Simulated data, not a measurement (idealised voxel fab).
process module | voxel transistor to metal
cross-section cut | 190 nm wide | cells 5 nm
A cross-section is a grid of square cells, given in bands from the top down. A band is one or more rows of cells.
Each band's line starts with the height of the band's top and of its bottom, in nm. Then come its materials from left to right, each with its width in nm. One material with "throughout" fills the band from edge to edge. "air" is empty space.
Height 0 is the level under which the wafer as received is all one material. The lowest band goes on downwards, as in "0 down".
A width such as "30 to 40" changes by the same amount from each row of cells to the next, from the band's top row to its bottom row.
"no change" after a step means that no cell of the cross-section changed.
closed voids: empty space of 8 cells or more with no open way to the top, each as width x height at its distance from the left edge, in nm
after a step's settings: what the simulator itself notes on the step
overlay nm, on a step with a mask: how far to the right of its planned place the mask lay; to the left if negative
plan
1 op RECEIVE | material Si
2 op OXIDIZE | depth nm 5
3 op CONFORMAL_DEP | material SiN | thk nm 10
4 op PATTERN | tone cover | mask id ACTIVE | material resist | width nm 120 | thk nm 20 | overlay nm 0
5 op DIRECTIONAL_ETCH | etch materials SiN | depth nm 10
6 op DIRECTIONAL_ETCH | etch materials SiO2 | depth nm 5
7 op DIRECTIONAL_ETCH | etch materials Si | depth nm 20
8 op STRIP | etch materials resist
9 op FILL_DEP | material SiO2 | thk nm 15
10 op CMP | height nm 10
11 op SELECTIVE_ETCH | etch materials SiO2 | depth nm 5
12 op STRIP | etch materials SiN
13 op SELECTIVE_ETCH | etch materials SiO2 | depth nm 5
14 op OXIDIZE | depth nm 5
15 op DIRECTIONAL_DEP | material polySi | thk nm 20
16 op DIRECTIONAL_DEP | material SiCN | thk nm 10
17 op DIRECTIONAL_DEP | material aC | thk nm 15
18 op PATTERN | tone cover | mask id GATE | material resist | width nm 30 | thk nm 30 | overlay nm 0
19 op DIRECTIONAL_ETCH | etch materials aC | depth nm 15
20 op STRIP | etch materials resist
21 op DIRECTIONAL_ETCH | etch materials SiCN | depth nm 20
22 op DIRECTIONAL_ETCH | etch materials polySi | depth nm 30
23 op STRIP | etch materials aC
24 op CONFORMAL_DEP | material SiN | thk nm 5
25 op DIRECTIONAL_ETCH | etch materials SiN | depth nm 5
26 op DIRECTIONAL_ETCH | etch materials SiO2 | depth nm 5
27 op DIRECTIONAL_ETCH | etch materials Si | depth nm 10
28 op EPI | material pSi | thk nm 10
29 op FILL_DEP | material SiO2 | thk nm 5
30 op CMP | height nm 15
31 op STRIP | etch materials polySi
32 op SELECTIVE_ETCH | etch materials SiO2 | depth nm 5
33 op CONFORMAL_DEP | material HfO2 | thk nm 5
34 op CONFORMAL_DEP | material TiN | thk nm 5
35 op FILL_DEP | material W | thk nm 5
36 op CMP | height nm 10
37 op DIRECTIONAL_DEP | material SiO2 | thk nm 10
38 op PATTERN | tone open | mask id CONTACT | material resist | width nm 15 | pitch nm 85 | thk nm 20 | overlay nm 0
39 op DIRECTIONAL_ETCH | etch materials SiO2 | depth nm 30
40 op STRIP | etch materials resist
41 op CONFORMAL_DEP | material TiN | thk nm 5
42 op FILL_DEP | material W | thk nm 5
43 op CMP | height nm 20
44 op CONFORMAL_DEP | material SiCN | thk nm 5
45 op DIRECTIONAL_DEP | material SiO2 | thk nm 15
46 op PATTERN | tone open | mask id METAL_1 | material resist | width nm 15 | pitch nm 85 | thk nm 20 | overlay nm 0
47 op DIRECTIONAL_ETCH | etch materials SiO2 | depth nm 15
48 op DIRECTIONAL_ETCH | etch materials SiCN | depth nm 5
49 op STRIP | etch materials resist
50 op CONFORMAL_DEP | material TiN | thk nm 5
51 op FILL_DEP | material W | thk nm 5
52 op CMP | height nm 40
53 op CONFORMAL_DEP | material SiCN | thk nm 5
54 op DIRECTIONAL_DEP | material lowk | thk nm 25
55 op DIRECTIONAL_DEP | material aC | thk nm 15
56 op PATTERN | tone open | mask id METAL_2 | material resist | width nm 15 | pitch nm 85 | thk nm 30 | overlay nm 0
57 op DIRECTIONAL_ETCH | etch materials aC | depth nm 15
58 op STRIP | etch materials resist
59 op DIRECTIONAL_ETCH | etch materials lowk | depth nm 15
60 op STRIP | etch materials aC
61 op PATTERN | tone open | mask id METAL_2_HOLES | material resist | width nm 15 | pitch nm 85 | thk nm 20 | overlay nm 0
62 op DIRECTIONAL_ETCH | etch materials lowk | depth nm 10
63 op DIRECTIONAL_ETCH | etch materials SiCN | depth nm 5
64 op STRIP | etch materials resist
65 op CONFORMAL_DEP | material TiN | thk nm 5
66 op FILL_DEP | material Cu | thk nm 10
67 op CMP | height nm 70
68 op CONFORMAL_DEP | material SiN | thk nm 5
as received, after step 1
  0 down: Si throughout
  closed voids: none
first wafer at the end, as planned
  75 to 70: SiN throughout
  70 to 45: lowk 45 | TiN 5 | Cu 5 | TiN 5 | lowk 70 | TiN 5 | Cu 5 | TiN 5 | lowk 45
  45 to 40: SiCN 45 | TiN 15 | SiCN 70 | TiN 15 | SiCN 45
  40 to 25: SiO2 45 | TiN 5 | W 5 | TiN 5 | SiO2 70 | TiN 5 | W 5 | TiN 5 | SiO2 45
  25 to 20: SiCN 45 | TiN 15 | SiCN 70 | TiN 15 | SiCN 45
  20 to 10: SiO2 45 | TiN 5 | W 5 | TiN 5 | SiO2 70 | TiN 5 | W 5 | TiN 5 | SiO2 45
  10 to 0: SiO2 45 | TiN 5 | W 5 | TiN 5 | SiO2 15 | SiN 5 | HfO2 5 | TiN 5 | W 10 | TiN 5 | HfO2 5 | SiN 5 | SiO2 15 | TiN 5 | W 5 | TiN 5 | SiO2 45
  0 to -5: SiO2 30 | SiN 5 | SiO2 10 | TiN 5 | W 5 | TiN 5 | SiO2 5 | pSi 10 | SiN 5 | HfO2 5 | TiN 20 | HfO2 5 | SiN 5 | pSi 10 | SiO2 5 | TiN 5 | W 5 | TiN 5 | SiO2 10 | SiN 5 | SiO2 30
  -5 to -10: SiO2 45 | TiN 15 | SiO2 5 | pSi 10 | HfO2 40 | pSi 10 | SiO2 5 | TiN 15 | SiO2 45
  -10 to -20: SiO2 35 | pSi 40 | Si 40 | pSi 40 | SiO2 35
  -20 to -25: SiO2 35 | Si 120 | SiO2 35
  -25 down: Si throughout
  closed voids: none
second wafer at the end: like start, like plan, one mistake
  75 to 70: SiN throughout
  70 to 45: lowk 45 | TiN 5 | Cu 5 | TiN 5 | lowk 70 | TiN 5 | Cu 5 | TiN 5 | lowk 45
  45 to 40: SiCN 45 | TiN 15 | SiCN 70 | TiN 15 | SiCN 45
  40 to 25: SiO2 45 | TiN 5 | W 5 | TiN 5 | SiO2 70 | TiN 5 | W 5 | TiN 5 | SiO2 45
  25 to 20: SiCN 45 | TiN 15 | SiCN 70 | TiN 15 | SiCN 45
  20 to 10: SiO2 45 | TiN 5 | W 5 | TiN 5 | SiO2 70 | TiN 5 | W 5 | TiN 5 | SiO2 45
  10 to 0: SiO2 45 | TiN 5 | W 5 | TiN 5 | SiO2 15 | SiN 5 | HfO2 5 | TiN 5 | W 10 | TiN 5 | HfO2 5 | SiN 5 | SiO2 15 | TiN 5 | W 5 | TiN 5 | SiO2 45
  0 to -5: SiO2 30 | SiN 5 | SiO2 10 | TiN 5 | W 5 | TiN 5 | SiO2 5 | pSi 10 | SiN 5 | HfO2 5 | TiN 20 | HfO2 5 | SiN 5 | pSi 10 | SiO2 5 | TiN 5 | W 5 | TiN 5 | SiO2 10 | SiN 5 | SiO2 30
  -5 to -10: SiO2 35 | pSi 10 | TiN 15 | SiO2 5 | pSi 10 | HfO2 40 | pSi 10 | SiO2 5 | TiN 15 | pSi 10 | SiO2 35
  -10 to -15: SiO2 35 | pSi 40 | Si 40 | pSi 40 | SiO2 35
  -15 to -20: Si 35 | pSi 40 | Si 40 | pSi 40 | Si 35
  -20 down: Si throughout
  closed voids: none
what went wrong: step 7 ran as: op DIRECTIONAL_ETCH | etch materials Si | depth nm 10
at the end the second wafer has, in cells: 28 more of Si | 32 fewer of SiO2 | 4 more of pSi
